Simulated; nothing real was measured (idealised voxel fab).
voxel tone inversion: a process module
The cross-section on display is named cut; it measures 260 nm wide, and its cells are 5 nm squares.
A cross-section is written here as square cells arranged in a grid, and it is given in bands from the top down, each band taking up one or more rows of cells. Band entry format. Leading values: height of top, height of bottom, nm. Remainder: materials in left-to-right order, each with its width in nm. Special words: "everywhere" on a single material, which then fills the band edge to edge; "empty", empty space. The reference from which all heights are counted is 0, the level beneath which the as-received wafer is entirely one material; the lowest band, having no lower bound, proceeds downward and is written after the example "z 0 and below". The two numbers in a width such as "30..40" mark its ends across the band: the first belongs to the top row of cells, the second to the bottom row, and from each row to the next the width moves by the same amount. A step reported as "no change occurred" is a step in which no cell of the cross-section changed. You'll see "Voids, enclosed" listing empty spaces that have no way open to the top, as long as they're 8 cells or more; the notation is width x height at distance, where the distance is from the left edge, and all of it is in nm. Post-settings text on a step line: simulator's own remark regarding the step. The setting "overlay nm" may be written on the line of a step. When the step uses a mask, the value reports how far to the right of the planned place the mask lay, and a negative value reports that it lay to the left.
[This section lists the process steps that were planned]
1) RECEIVE [material Si]
2) CONFORMAL_DEP [material SiCN] [thk nm 10]
3) DIRECTIONAL_DEP [material aC] [thk nm 20]
4) PATTERN [tone cover] [mask id POSTS] [material resist] [width nm 20] [pitch nm 45] [thk nm 30] [overlay nm 0]
5) DIRECTIONAL_ETCH [etch materials aC] [depth nm 20]
6) STRIP [etch materials resist]
7) FILL_DEP [material lowk] [thk nm 10]
8) CMP [height nm 30]
9) STRIP [etch materials aC]
10) CONFORMAL_DEP [material TiN] [thk nm 5]
11) FILL_DEP [material Cu] [thk nm 5]
12) CMP [height nm 30]
13) CONFORMAL_DEP [material SiN] [thk nm 5]
[Of two wafers, the first: run according to plan]
[As-received wafer cross-section (after step 1)]
	z 0 and below  Si everywhere
	Voids, enclosed: none
[Wafer section view after processing step 2]
	z 10 to 0  SiCN everywhere
	Unchanged below 0.
[Wafer section view after processing step 3]
	z 30 to 10  aC everywhere
	Unchanged below 10.
[Wafer section view after processing step 4]
	z 60 to 30  75 nm empty, 20 nm resist, 25 nm empty, 20 nm resist, 25 nm empty, 20 nm resist, 75 nm empty
	Unchanged below 30.
[Wafer section view after processing step 5]
	z 40 to 30  75 nm empty, 20 nm resist, 25 nm empty, 20 nm resist, 25 nm empty, 20 nm resist, 75 nm empty
	z 30 to 10  75 nm empty, 20 nm aC, 25 nm empty, 20 nm aC, 25 nm empty, 20 nm aC, 75 nm empty
	Unchanged below 10.
[Wafer section view after processing step 6]
	z 30 to 10  75 nm empty, 20 nm aC, 25 nm empty, 20 nm aC, 25 nm empty, 20 nm aC, 75 nm empty
	Unchanged below 10.
[Wafer section view after processing step 7]
	z 40 to 30  lowk everywhere
	z 30 to 10  75 nm lowk, 20 nm aC, 25 nm lowk, 20 nm aC, 25 nm lowk, 20 nm aC, 75 nm lowk
	Unchanged below 10.
[Wafer section view after processing step 8]
	z 30 to 10  75 nm lowk, 20 nm aC, 25 nm lowk, 20 nm aC, 25 nm lowk, 20 nm aC, 75 nm lowk
	Unchanged below 10.
[Wafer section view after processing step 9]
	z 30 to 10  75 nm lowk, 20 nm empty, 25 nm lowk, 20 nm empty, 25 nm lowk, 20 nm empty, 75 nm lowk
	Unchanged below 10.
[Wafer section view after processing step 10]
	z 35 to 30  80 nm TiN, 10 nm empty, 35 nm TiN, 10 nm empty, 35 nm TiN, 10 nm empty, 80 nm TiN
	z 30 to 15  75 nm lowk, 5 nm TiN, 10 nm empty, 5 nm TiN, 25 nm lowk, 5 nm TiN, 10 nm empty, 5 nm TiN, 25 nm lowk, 5 nm TiN, 10 nm empty, 5 nm TiN, 75 nm lowk
	z 15 to 10  75 nm lowk, 20 nm TiN, 25 nm lowk, 20 nm TiN, 25 nm lowk, 20 nm TiN, 75 nm lowk
	Unchanged below 10.
[Wafer section view after processing step 11]
	z 40 to 35  Cu everywhere
	z 35 to 30  80 nm TiN, 10 nm Cu, 35 nm TiN, 10 nm Cu, 35 nm TiN, 10 nm Cu, 80 nm TiN
	z 30 to 15  75 nm lowk, 5 nm TiN, 10 nm Cu, 5 nm TiN, 25 nm lowk, 5 nm TiN, 10 nm Cu, 5 nm TiN, 25 nm lowk, 5 nm TiN, 10 nm Cu, 5 nm TiN, 75 nm lowk
	Unchanged below 15.
[Wafer section view after processing step 12]
	z 30 to 15  75 nm lowk, 5 nm TiN, 10 nm Cu, 5 nm TiN, 25 nm lowk, 5 nm TiN, 10 nm Cu, 5 nm TiN, 25 nm lowk, 5 nm TiN, 10 nm Cu, 5 nm TiN, 75 nm lowk
	Unchanged below 15.
[Wafer section view after processing step 13]
	z 35 to 30  SiN everywhere
	Unchanged below 30.
[For the second wafer, take the first wafer's start and plan, then add one mistake made in running it; everything through step 1, that step included, is shared with the first]
[Cross-section: second wafer, time at which step 2 was scheduled to end]
	z 20 to 0  aC everywhere
	Unchanged below 0.
[Cross-section: second wafer, time at which step 3 was scheduled to end]
	z 30 to 20  SiCN everywhere
	Unchanged below 20.
[Cross-section: second wafer, time at which step 4 was scheduled to end]
	z 60 to 30  75 nm empty, 20 nm resist, 25 nm empty, 20 nm resist, 25 nm empty, 20 nm resist, 75 nm empty
	Unchanged below 30.
[Cross-section: second wafer, time at which step 5 was scheduled to end]
	z 40 to 30  75 nm empty, 20 nm resist, 25 nm empty, 20 nm resist, 25 nm empty, 20 nm resist, 75 nm empty
	Unchanged below 30.
[Cross-section: second wafer, time at which step 6 was scheduled to end]
	z 30 to 20  SiCN everywhere
	Unchanged below 20.
[Cross-section: second wafer, time at which step 7 was scheduled to end]
	z 40 to 30  lowk everywhere
	Unchanged below 30.
[Cross-section: second wafer, time at which step 8 was scheduled to end]
	z 30 to 20  SiCN everywhere
	Unchanged below 20.
Cross-section: second wafer, time at which step 9 was scheduled to end: no change occurred
[Cross-section: second wafer, time at which step 10 was scheduled to end]
	z 35 to 30  TiN everywhere
	Unchanged below 30.
[Cross-section: second wafer, time at which step 11 was scheduled to end]
	z 40 to 35  Cu everywhere
	Unchanged below 35.
[Cross-section: second wafer, time at which step 12 was scheduled to end]
	z 30 to 20  SiCN everywhere
	Unchanged below 20.
[Cross-section: second wafer, time at which step 13 was scheduled to end]
	z 35 to 30  SiN everywhere
	Unchanged below 30.
Nonconformance to the process plan: plan steps 2 and 3 run swapped
Final tally in cells, some materials are higher or lower on the second wafer than on the first: -18 Cu | -30 TiN | +208 aC | -160 lowk
